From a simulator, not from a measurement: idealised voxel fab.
process module | voxel local oxidation
cross-section cut | 210 nm wide | cells 5 nm
A cross-section is a grid of square cells, given in bands from the top down. A band is one or more rows of cells.
Each band's line starts with the height of the band's top and of its bottom, in nm. Then come its materials from left to right, each with its width in nm. One material with "throughout" fills the band from edge to edge. "air" is empty space.
Height 0 is the level under which the wafer as received is all one material. The lowest band goes on downwards, as in "0 down".
A width such as "30 to 40" changes by the same amount from each row of cells to the next, from the band's top row to its bottom row.
"no change" after a step means that no cell of the cross-section changed.
closed voids: empty space of 8 cells or more with no open way to the top, each as width x height at its distance from the left edge, in nm
after a step's settings: what the simulator itself notes on the step
overlay nm, on a step with a mask: how far to the right of its planned place the mask lay; to the left if negative
plan
1 op RECEIVE | material Si
2 op OXIDIZE | depth nm 5
3 op CONFORMAL_DEP | material SiN | thk nm 10
4 op MASKED_ETCH | tone cover | mask id ACTIVE | width nm 130 | etch materials SiN | depth nm 10 | overlay nm 0
5 op SELECTIVE_ETCH | etch materials SiO2 | depth nm 5
6 op OXIDIZE | depth nm 10
7 op STRIP | etch materials SiN
as received, after step 1
  0 down: Si throughout
  closed voids: none
a wafer at the end: this start, this plan, one mistake
  0 to -5: air 45 | SiO2 125 | air 40
  -5 to -15: SiO2 55 | Si 105 | SiO2 50
  -15 down: Si throughout
  closed voids: none
what went wrong: step 4 ran as: op MASKED_ETCH | tone cover | mask id ACTIVE | width nm 135 | etch materials SiN | depth nm 10 | overlay nm 0
